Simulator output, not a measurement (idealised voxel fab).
Process module in this document: voxel self aligned vias
Cross-sectional view cut (width: 150 nm; square cell size: 5 nm).
A cross-section is written here as square cells arranged in a grid, and it is given in bands from the top down, each band taking up one or more rows of cells.
Each band's line starts with the height of the band's top and of its bottom, in nm. Then come its materials from left to right, each with its width in nm. One material with "everywhere" fills the band from edge to edge. "blank" is empty space.
Height 0 is the level under which the wafer as received is all one material. The lowest band goes on downwards, as in "z 0 and below".
So if you see something like "30 to 40" for the width, read it as the top row of the band sitting at the first number and the bottom row at the second, with every row in between moving by the same amount as the last.
The designation "no modification", where it is given for a processing step, indicates that no cell of the cross-section was altered in the course of that step.
"Sealed voids" - sealed voids, min. 8 cells, no opening to top; format: width x height at distance (distance from left edge; nm throughout).
after a step's settings: what the simulator itself notes on the step
overlay nm: on a step with a mask, how far right of its planned place the mask lay; negative means left.
Steps planned for the process
- 1: RECEIVE with material Si
- 2: CONFORMAL_DEP with material SiO2, thk nm 10
- 3: CONFORMAL_DEP with material SiCN, thk nm 5
- 4: DIRECTIONAL_DEP with material lowk, thk nm 20
- 5: DIRECTIONAL_DEP with material aC, thk nm 15
- 6: PATTERN with tone open, mask id LINES, material resist, width nm 30, pitch nm 65, thk nm 30, overlay nm 0
- 7: DIRECTIONAL_ETCH with etch materials aC, depth nm 15
- 8: STRIP with etch materials resist
- 9: DIRECTIONAL_ETCH with etch materials lowk, depth nm 20
- 10: STRIP with etch materials aC
- 11: CONFORMAL_DEP with material TiN, thk nm 5
- 12: FILL_DEP with material Ru, thk nm 10
- 13: CMP with height nm 35
- 14: SELECTIVE_ETCH with etch materials W Ru TiN, depth nm 10
- 15: FILL_DEP with material SiN, thk nm 10
- 16: CMP with height nm 35
- 17: DIRECTIONAL_DEP with material lowk, thk nm 20
- 18: PATTERN with tone open, mask id VIAS, material resist, width nm 40, thk nm 20, overlay nm 0
- 19: DIRECTIONAL_ETCH with etch materials lowk, depth nm 20
- 20: DIRECTIONAL_ETCH with etch materials SiN, depth nm 10
- 21: STRIP with etch materials resist
- 22: CONFORMAL_DEP with material TiN, thk nm 5
- 23: FILL_DEP with material Ru, thk nm 10
- 24: CMP with height nm 55
- 25: CONFORMAL_DEP with material SiN, thk nm 5
On the first of the two wafers: run conducted according to plan
As-received state of the wafer in cross-section, equivalent to post-step 1
  z 0 and below  Si everywhere
  Sealed voids: none
How the wafer stands in section after step 2
  z 10 to 0  SiO2 everywhere
  Under the height 0 nothing was changed.
How the wafer stands in section after step 3
  z 15 to 10  SiCN everywhere
  Under the height 10 nothing was changed.
How the wafer stands in section after step 4
  z 35 to 15  lowk everywhere
  Under the height 15 nothing was changed.
How the wafer stands in section after step 5
  z 50 to 35  aC everywhere
  Under the height 35 nothing was changed.
How the wafer stands in section after step 6
  z 80 to 50  resist 25 nm  blank 30 nm  resist 35 nm  blank 30 nm  resist 30 nm
  Under the height 50 nothing was changed.
How the wafer stands in section after step 7
  z 65 to 50  resist 25 nm  blank 30 nm  resist 35 nm  blank 30 nm  resist 30 nm
  z 50 to 35  aC 25 nm  blank 30 nm  aC 35 nm  blank 30 nm  aC 30 nm
  Under the height 35 nothing was changed.
How the wafer stands in section after step 8
  z 50 to 35  aC 25 nm  blank 30 nm  aC 35 nm  blank 30 nm  aC 30 nm
  Under the height 35 nothing was changed.
How the wafer stands in section after step 9
  z 50 to 35  aC 25 nm  blank 30 nm  aC 35 nm  blank 30 nm  aC 30 nm
  z 35 to 15  lowk 25 nm  blank 30 nm  lowk 35 nm  blank 30 nm  lowk 30 nm
  Under the height 15 nothing was changed.
How the wafer stands in section after step 10
  z 35 to 15  lowk 25 nm  blank 30 nm  lowk 35 nm  blank 30 nm  lowk 30 nm
  Under the height 15 nothing was changed.
How the wafer stands in section after step 11
  z 40 to 35  TiN 30 nm  blank 20 nm  TiN 45 nm  blank 20 nm  TiN 35 nm
  z 35 to 20  lowk 25 nm  TiN 5 nm  blank 20 nm  TiN 5 nm  lowk 35 nm  TiN 5 nm  blank 20 nm  TiN 5 nm  lowk 30 nm
  z 20 to 15  lowk 25 nm  TiN 30 nm  lowk 35 nm  TiN 30 nm  lowk 30 nm
  Under the height 15 nothing was changed.
How the wafer stands in section after step 12
  z 50 to 40  Ru everywhere
  z 40 to 35  TiN 30 nm  Ru 20 nm  TiN 45 nm  Ru 20 nm  TiN 35 nm
  z 35 to 20  lowk 25 nm  TiN 5 nm  Ru 20 nm  TiN 5 nm  lowk 35 nm  TiN 5 nm  Ru 20 nm  TiN 5 nm  lowk 30 nm
  Under the height 20 nothing was changed.
How the wafer stands in section after step 13
  z 35 to 20  lowk 25 nm  TiN 5 nm  Ru 20 nm  TiN 5 nm  lowk 35 nm  TiN 5 nm  Ru 20 nm  TiN 5 nm  lowk 30 nm
  Under the height 20 nothing was changed.
How the wafer stands in section after step 14
  z 35 to 25  lowk 25 nm  blank 30 nm  lowk 35 nm  blank 30 nm  lowk 30 nm
  Under the height 25 nothing was changed.
How the wafer stands in section after step 15
  z 45 to 35  SiN everywhere
  z 35 to 25  lowk 25 nm  SiN 30 nm  lowk 35 nm  SiN 30 nm  lowk 30 nm
  Under the height 25 nothing was changed.
How the wafer stands in section after step 16
  z 35 to 25  lowk 25 nm  SiN 30 nm  lowk 35 nm  SiN 30 nm  lowk 30 nm
  Under the height 25 nothing was changed.
How the wafer stands in section after step 17
  z 55 to 35  lowk everywhere
  Under the height 35 nothing was changed.
How the wafer stands in section after step 18
  z 75 to 55  resist 20 nm  blank 40 nm  resist 90 nm
  Under the height 55 nothing was changed.
How the wafer stands in section after step 19
  z 75 to 55  resist 20 nm  blank 40 nm  resist 90 nm
  z 55 to 35  lowk 20 nm  blank 40 nm  lowk 90 nm
  Under the height 35 nothing was changed.
How the wafer stands in section after step 20
  z 75 to 55  resist 20 nm  blank 40 nm  resist 90 nm
  z 55 to 35  lowk 20 nm  blank 40 nm  lowk 90 nm
  z 35 to 25  lowk 25 nm  blank 30 nm  lowk 35 nm  SiN 30 nm  lowk 30 nm
  Under the height 25 nothing was changed.
How the wafer stands in section after step 21
  z 55 to 35  lowk 20 nm  blank 40 nm  lowk 90 nm
  Under the height 35 nothing was changed.
How the wafer stands in section after step 22
  z 60 to 55  TiN 25 nm  blank 30 nm  TiN 95 nm
  z 55 to 40  lowk 20 nm  TiN 5 nm  blank 30 nm  TiN 5 nm  lowk 90 nm
  z 40 to 35  lowk 20 nm  TiN 10 nm  blank 20 nm  TiN 10 nm  lowk 90 nm
  z 35 to 30  lowk 25 nm  TiN 5 nm  blank 20 nm  TiN 5 nm  lowk 35 nm  SiN 30 nm  lowk 30 nm
  z 30 to 25  lowk 25 nm  TiN 30 nm  lowk 35 nm  SiN 30 nm  lowk 30 nm
  Under the height 25 nothing was changed.
How the wafer stands in section after step 23
  z 70 to 60  Ru everywhere
  z 60 to 55  TiN 25 nm  Ru 30 nm  TiN 95 nm
  z 55 to 40  lowk 20 nm  TiN 5 nm  Ru 30 nm  TiN 5 nm  lowk 90 nm
  z 40 to 35  lowk 20 nm  TiN 10 nm  Ru 20 nm  TiN 10 nm  lowk 90 nm
  z 35 to 30  lowk 25 nm  TiN 5 nm  Ru 20 nm  TiN 5 nm  lowk 35 nm  SiN 30 nm  lowk 30 nm
  Under the height 30 nothing was changed.
How the wafer stands in section after step 24
  z 55 to 40  lowk 20 nm  TiN 5 nm  Ru 30 nm  TiN 5 nm  lowk 90 nm
  Under the height 40 nothing was changed.
How the wafer stands in section after step 25
  z 60 to 55  SiN everywhere
  Under the height 55 nothing was changed.
What follows concerns the second wafer, which started out like the first and was meant to follow the very same plan; one mistake crept in when it was run, but everything up to and including step 2 is the same as for the first wafer
Cross-sectional view of the second wafer at the intended end time of process step 3
  z 30 to 10  lowk everywhere
  Under the height 10 nothing was changed.
Cross-sectional view of the second wafer at the intended end time of process step 4
  z 35 to 30  SiCN everywhere
  Under the height 30 nothing was changed.
Cross-sectional view of the second wafer at the intended end time of process step 5
  z 50 to 35  aC everywhere
  Under the height 35 nothing was changed.
Cross-sectional view of the second wafer at the intended end time of process step 6
  z 80 to 50  resist 25 nm  blank 30 nm  resist 35 nm  blank 30 nm  resist 30 nm
  Under the height 50 nothing was changed.
Cross-sectional view of the second wafer at the intended end time of process step 7
  z 65 to 50  resist 25 nm  blank 30 nm  resist 35 nm  blank 30 nm  resist 30 nm
  z 50 to 35  aC 25 nm  blank 30 nm  aC 35 nm  blank 30 nm  aC 30 nm
  Under the height 35 nothing was changed.
Cross-sectional view of the second wafer at the intended end time of process step 8
  z 50 to 35  aC 25 nm  blank 30 nm  aC 35 nm  blank 30 nm  aC 30 nm
  Under the height 35 nothing was changed.
Cross-sectional view of the second wafer at the intended end time of process step 9: no modification
Cross-sectional view of the second wafer at the intended end time of process step 10
  z 35 to 30  SiCN everywhere
  Under the height 30 nothing was changed.
Cross-sectional view of the second wafer at the intended end time of process step 11
  z 40 to 35  TiN everywhere
  Under the height 35 nothing was changed.
Cross-sectional view of the second wafer at the intended end time of process step 12
  z 50 to 40  Ru everywhere
  Under the height 40 nothing was changed.
Cross-sectional view of the second wafer at the intended end time of process step 13
  z 35 to 30  SiCN everywhere
  Under the height 30 nothing was changed.
Cross-sectional view of the second wafer at the intended end time of process step 14: no modification
Cross-sectional view of the second wafer at the intended end time of process step 15
  z 45 to 35  SiN everywhere
  Under the height 35 nothing was changed.
Cross-sectional view of the second wafer at the intended end time of process step 16
  z 35 to 30  SiCN everywhere
  Under the height 30 nothing was changed.
Cross-sectional view of the second wafer at the intended end time of process step 17
  z 55 to 35  lowk everywhere
  Under the height 35 nothing was changed.
Cross-sectional view of the second wafer at the intended end time of process step 18
  z 75 to 55  resist 20 nm  blank 40 nm  resist 90 nm
  Under the height 55 nothing was changed.
Cross-sectional view of the second wafer at the intended end time of process step 19
  z 75 to 55  resist 20 nm  blank 40 nm  resist 90 nm
  z 55 to 35  lowk 20 nm  blank 40 nm  lowk 90 nm
  Under the height 35 nothing was changed.
Cross-sectional view of the second wafer at the intended end time of process step 20: no modification
Cross-sectional view of the second wafer at the intended end time of process step 21
  z 55 to 35  lowk 20 nm  blank 40 nm  lowk 90 nm
  Under the height 35 nothing was changed.
Cross-sectional view of the second wafer at the intended end time of process step 22
  z 60 to 55  TiN 25 nm  blank 30 nm  TiN 95 nm
  z 55 to 40  lowk 20 nm  TiN 5 nm  blank 30 nm  TiN 5 nm  lowk 90 nm
  z 40 to 35  lowk 20 nm  TiN 40 nm  lowk 90 nm
  Under the height 35 nothing was changed.
Cross-sectional view of the second wafer at the intended end time of process step 23
  z 70 to 60  Ru everywhere
  z 60 to 55  TiN 25 nm  Ru 30 nm  TiN 95 nm
  z 55 to 40  lowk 20 nm  TiN 5 nm  Ru 30 nm  TiN 5 nm  lowk 90 nm
  Under the height 40 nothing was changed.
Cross-sectional view of the second wafer at the intended end time of process step 24
  z 55 to 40  lowk 20 nm  TiN 5 nm  Ru 30 nm  TiN 5 nm  lowk 90 nm
  Under the height 40 nothing was changed.
Cross-sectional view of the second wafer at the intended end time of process step 25
  z 60 to 55  SiN everywhere
  Under the height 55 nothing was changed.
Against the plan, the run slipped here: a sequencing error occurred in which plan steps 3 and 4 were transposed
The second wafer ends with more or fewer cells of some materials than the first, per final count: Ru: 16 fewer, SiN: 12 fewer, TiN: 20 fewer, lowk: 48 more
